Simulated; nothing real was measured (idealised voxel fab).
Process module in this document: voxel spacer lines
Section cut is 175 nm wide and gridded with 5 nm square cells.
We lay out every cross-section as a grid of square cells and spell it out in bands from the top down, where one band means one or more rows of cells.
First you get the band's top height and its bottom height, in nm, and then the materials it's made of, left to right, with each width in nm. If you see a single material with "edge to edge", that one covers the band edge to edge. "empty" is empty space.
Heights are expressed relative to 0, this being the level below which the as-received wafer comprises one material exclusively. The lowest band is unbounded in the downward direction and is denoted as in "0 and below".
The notation "30->40" denotes a width that varies across the rows of cells in the band, beginning at the first number in the top row, finishing at the second number in the bottom row, and changing by an identical amount from each row to the next.
"remains unaltered" means the step left every cell of the cross-section as it was.
The label "Closed void register" introduces a list of the empty spaces, 8 cells or larger, that have no open way up to the top; each entry in it reads width x height at distance, where the distance is taken from the left edge and all three are stated in nm.
Note: text after step settings on the step line = simulator remark on that step.
For masked steps, "overlay nm" on the step line gives how far right of plan the mask actually lay; a minus sign means it lay to the left.

So here's the lineup of process steps we planned
1. op RECEIVE | material Si
2. op CONFORMAL_DEP | material Al2O3 | thk nm 10
3. op DIRECTIONAL_DEP | material W | thk nm 15
4. op DIRECTIONAL_DEP | material polySi | thk nm 25
5. op PATTERN | tone cover | mask id MANDREL | material resist | width nm 20 | pitch nm 60 | thk nm 30 | overlay nm 0
6. op DIRECTIONAL_ETCH | etch materials polySi | depth nm 25
7. op STRIP | etch materials resist
8. op CONFORMAL_DEP | material SiN | thk nm 10
9. op DIRECTIONAL_ETCH | etch materials SiN | depth nm 10
10. op STRIP | etch materials polySi
11. op DIRECTIONAL_ETCH | etch materials W | depth nm 15
12. op STRIP | etch materials SiN
13. op FILL_DEP | material SiO2 | thk nm 10
14. op CMP | height nm 25

Run as planned: first of two wafers

Received-state cross-section, reflecting completion of step 1
	0 and below: Si edge to edge
	Closed void register: none

State of the wafer after step 2, shown in cross-section
	10 down to 0: Al2O3 edge to edge
	For the remainder of the cross-section, below 0, there is no change.

State of the wafer after step 3, shown in cross-section
	25 down to 10: W edge to edge
	For the remainder of the cross-section, below 10, there is no change.

State of the wafer after step 4, shown in cross-section
	50 down to 25: polySi edge to edge
	For the remainder of the cross-section, below 25, there is no change.

State of the wafer after step 5, shown in cross-section
	80 down to 50: 15 nm empty | 20 nm resist | 40 nm empty | 20 nm resist | 40 nm empty | 20 nm resist | 20 nm empty
	For the remainder of the cross-section, below 50, there is no change.

State of the wafer after step 6, shown in cross-section
	80 down to 50: 15 nm empty | 20 nm resist | 40 nm empty | 20 nm resist | 40 nm empty | 20 nm resist | 20 nm empty
	50 down to 25: 15 nm empty | 20 nm polySi | 40 nm empty | 20 nm polySi | 40 nm empty | 20 nm polySi | 20 nm empty
	For the remainder of the cross-section, below 25, there is no change.

State of the wafer after step 7, shown in cross-section
	50 down to 25: 15 nm empty | 20 nm polySi | 40 nm empty | 20 nm polySi | 40 nm empty | 20 nm polySi | 20 nm empty
	For the remainder of the cross-section, below 25, there is no change.

State of the wafer after step 8, shown in cross-section
	60 down to 50: 5 nm empty | 40 nm SiN | 20 nm empty | 40 nm SiN | 20 nm empty | 40 nm SiN | 10 nm empty
	50 down to 35: 5 nm empty | 10 nm SiN | 20 nm polySi | 10 nm SiN | 20 nm empty | 10 nm SiN | 20 nm polySi | 10 nm SiN | 20 nm empty | 10 nm SiN | 20 nm polySi | 10 nm SiN | 10 nm empty
	35 down to 25: 15 nm SiN | 20 nm polySi | 40 nm SiN | 20 nm polySi | 40 nm SiN | 20 nm polySi | 20 nm SiN
	For the remainder of the cross-section, below 25, there is no change.

State of the wafer after step 9, shown in cross-section
	50 down to 25: 5 nm empty | 10 nm SiN | 20 nm polySi | 10 nm SiN | 20 nm empty | 10 nm SiN | 20 nm polySi | 10 nm SiN | 20 nm empty | 10 nm SiN | 20 nm polySi | 10 nm SiN | 10 nm empty
	For the remainder of the cross-section, below 25, there is no change.

State of the wafer after step 10, shown in cross-section
	50 down to 25: 5 nm empty | 10 nm SiN | 20 nm empty | 10 nm SiN | 20 nm empty | 10 nm SiN | 20 nm empty | 10 nm SiN | 20 nm empty | 10 nm SiN | 20 nm empty | 10 nm SiN | 10 nm empty
	For the remainder of the cross-section, below 25, there is no change.

State of the wafer after step 11, shown in cross-section
	50 down to 25: 5 nm empty | 10 nm SiN | 20 nm empty | 10 nm SiN | 20 nm empty | 10 nm SiN | 20 nm empty | 10 nm SiN | 20 nm empty | 10 nm SiN | 20 nm empty | 10 nm SiN | 10 nm empty
	25 down to 10: 5 nm empty | 10 nm W | 20 nm empty | 10 nm W | 20 nm empty | 10 nm W | 20 nm empty | 10 nm W | 20 nm empty | 10 nm W | 20 nm empty | 10 nm W | 10 nm empty
	For the remainder of the cross-section, below 10, there is no change.

State of the wafer after step 12, shown in cross-section
	25 down to 10: 5 nm empty | 10 nm W | 20 nm empty | 10 nm W | 20 nm empty | 10 nm W | 20 nm empty | 10 nm W | 20 nm empty | 10 nm W | 20 nm empty | 10 nm W | 10 nm empty
	For the remainder of the cross-section, below 10, there is no change.

State of the wafer after step 13, shown in cross-section
	35 down to 25: SiO2 edge to edge
	25 down to 10: 5 nm SiO2 | 10 nm W | 20 nm SiO2 | 10 nm W | 20 nm SiO2 | 10 nm W | 20 nm SiO2 | 10 nm W | 20 nm SiO2 | 10 nm W | 20 nm SiO2 | 10 nm W | 10 nm SiO2
	For the remainder of the cross-section, below 10, there is no change.

State of the wafer after step 14, shown in cross-section
	25 down to 10: 5 nm SiO2 | 10 nm W | 20 nm SiO2 | 10 nm W | 20 nm SiO2 | 10 nm W | 20 nm SiO2 | 10 nm W | 20 nm SiO2 | 10 nm W | 20 nm SiO2 | 10 nm W | 10 nm SiO2
	For the remainder of the cross-section, below 10, there is no change.

Second wafer: same start and same plan as the first, one execution error; identical to the first through step 1

Cross-section of the second wafer corresponding to the planned conclusion of step 2
	15 down to 0: W edge to edge
	For the remainder of the cross-section, below 0, there is no change.

Cross-section of the second wafer corresponding to the planned conclusion of step 3
	25 down to 15: Al2O3 edge to edge
	For the remainder of the cross-section, below 15, there is no change.

Cross-section of the second wafer corresponding to the planned conclusion of step 4
	50 down to 25: polySi edge to edge
	For the remainder of the cross-section, below 25, there is no change.

Cross-section of the second wafer corresponding to the planned conclusion of step 5
	80 down to 50: 15 nm empty | 20 nm resist | 40 nm empty | 20 nm resist | 40 nm empty | 20 nm resist | 20 nm empty
	For the remainder of the cross-section, below 50, there is no change.

Cross-section of the second wafer corresponding to the planned conclusion of step 6
	80 down to 50: 15 nm empty | 20 nm resist | 40 nm empty | 20 nm resist | 40 nm empty | 20 nm resist | 20 nm empty
	50 down to 25: 15 nm empty | 20 nm polySi | 40 nm empty | 20 nm polySi | 40 nm empty | 20 nm polySi | 20 nm empty
	For the remainder of the cross-section, below 25, there is no change.

Cross-section of the second wafer corresponding to the planned conclusion of step 7
	50 down to 25: 15 nm empty | 20 nm polySi | 40 nm empty | 20 nm polySi | 40 nm empty | 20 nm polySi | 20 nm empty
	For the remainder of the cross-section, below 25, there is no change.

Cross-section of the second wafer corresponding to the planned conclusion of step 8
	60 down to 50: 5 nm empty | 40 nm SiN | 20 nm empty | 40 nm SiN | 20 nm empty | 40 nm SiN | 10 nm empty
	50 down to 35: 5 nm empty | 10 nm SiN | 20 nm polySi | 10 nm SiN | 20 nm empty | 10 nm SiN | 20 nm polySi | 10 nm SiN | 20 nm empty | 10 nm SiN | 20 nm polySi | 10 nm SiN | 10 nm empty
	35 down to 25: 15 nm SiN | 20 nm polySi | 40 nm SiN | 20 nm polySi | 40 nm SiN | 20 nm polySi | 20 nm SiN
	For the remainder of the cross-section, below 25, there is no change.

Cross-section of the second wafer corresponding to the planned conclusion of step 9
	50 down to 25: 5 nm empty | 10 nm SiN | 20 nm polySi | 10 nm SiN | 20 nm empty | 10 nm SiN | 20 nm polySi | 10 nm SiN | 20 nm empty | 10 nm SiN | 20 nm polySi | 10 nm SiN | 10 nm empty
	For the remainder of the cross-section, below 25, there is no change.

Cross-section of the second wafer corresponding to the planned conclusion of step 10
	50 down to 25: 5 nm empty | 10 nm SiN | 20 nm empty | 10 nm SiN | 20 nm empty | 10 nm SiN | 20 nm empty | 10 nm SiN | 20 nm empty | 10 nm SiN | 20 nm empty | 10 nm SiN | 10 nm empty
	For the remainder of the cross-section, below 25, there is no change.

Cross-section of the second wafer corresponding to the planned conclusion of step 11: remains unaltered

Cross-section of the second wafer corresponding to the planned conclusion of step 12
	25 down to 15: Al2O3 edge to edge
	For the remainder of the cross-section, below 15, there is no change.

Cross-section of the second wafer corresponding to the planned conclusion of step 13
	35 down to 25: SiO2 edge to edge
	For the remainder of the cross-section, below 25, there is no change.

Cross-section of the second wafer corresponding to the planned conclusion of step 14
	25 down to 15: Al2O3 edge to edge
	For the remainder of the cross-section, below 15, there is no change.
What went wrong in running the wafer? mixed up steps 2 and 3 - ran each in the other's place
The second wafer ends with more or fewer cells of some materials than the first, per final count: -69 SiO2; +69 W
